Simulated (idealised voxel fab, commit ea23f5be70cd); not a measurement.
The following is a process module called voxel trench capacitor.
In the cross-section labelled cut, the width is 260 nm and each square cell is 5 nm.
A cross-section in this document is a grid of square cells, and it is written down as bands, the top band listed before the ones below it; a band is made up of one or more rows of cells.
Basically the band line says how high the top is and how high the bottom is, in nm, and then what's in it from left to right, every material with its width in nm. Empty space shows up as "blank", and if a single material carries "everywhere" it runs the full band edge to edge.
Where do heights start? At 0: under that level the wafer as delivered is made of one material only. And the lowest band has no floor; it just carries on downward, as in "top 0, no bottom".
With a width like "30->40", each row of cells in the band differs from the next by the same amount, the top row carrying the first number and the bottom row the second.
"remained unchanged" for a step: no cell of the cross-section changed in that step.
Each empty space that has no open way to the top and spans at least 8 cells appears under "Enclosed void catalog" as width x height at distance, the distance counted from the left edge, all in nm.
What comes after the settings on a step's line is commentary from the simulator itself on that step.
For masked steps, "overlay nm" on the step line gives how far right of plan the mask actually lay; a minus sign means it lay to the left.

### Set out below are the planned steps of the process
| 1 | RECEIVE [material Si] |
| 2 | CONFORMAL_DEP [material SiN] [thk nm 5] |
| 3 | DIRECTIONAL_DEP [material aC] [thk nm 15] |
| 4 | PATTERN [tone open] [mask id TRENCH] [material resist] [width nm 25] [pitch nm 45] [thk nm 30] [overlay nm 0] |
| 5 | DIRECTIONAL_ETCH [etch materials aC] [depth nm 15] |
| 6 | STRIP [etch materials resist] |
| 7 | DIRECTIONAL_ETCH [etch materials SiN] [depth nm 5] |
| 8 | DIRECTIONAL_ETCH [etch materials Si] [depth nm 35] |
| 9 | STRIP [etch materials aC] |
| 10 | CONFORMAL_DEP [material Al2O3] [thk nm 5] |
| 11 | FILL_DEP [material polySi] [thk nm 10] |
| 12 | CMP [height nm 5] |

### Cross-section, incoming material, after step 1
top 0, no bottom  Si everywhere
Enclosed void catalog: none

### Final cross-section, module run with one mistake (start and plan as above)
top 5, bottom 0  70 of SiN; 5 of Al2O3; 15 of polySi; 5 of Al2O3; 20 of SiN; 5 of Al2O3; 15 of polySi; 5 of Al2O3; 20 of SiN; 5 of Al2O3; 15 of polySi; 5 of Al2O3; 75 of SiN
top 0, bottom -65  70 of Si; 5 of Al2O3; 15 of polySi; 5 of Al2O3; 20 of Si; 5 of Al2O3; 15 of polySi; 5 of Al2O3; 20 of Si; 5 of Al2O3; 15 of polySi; 5 of Al2O3; 75 of Si
top -65, bottom -70  70 of Si; 25 of Al2O3; 20 of Si; 25 of Al2O3; 20 of Si; 25 of Al2O3; 75 of Si
top -70, no bottom  Si everywhere
Enclosed void catalog: none
It is concluded that the wafer was processed incorrectly with respect to the plan, in that step 8 from the plan got run twice
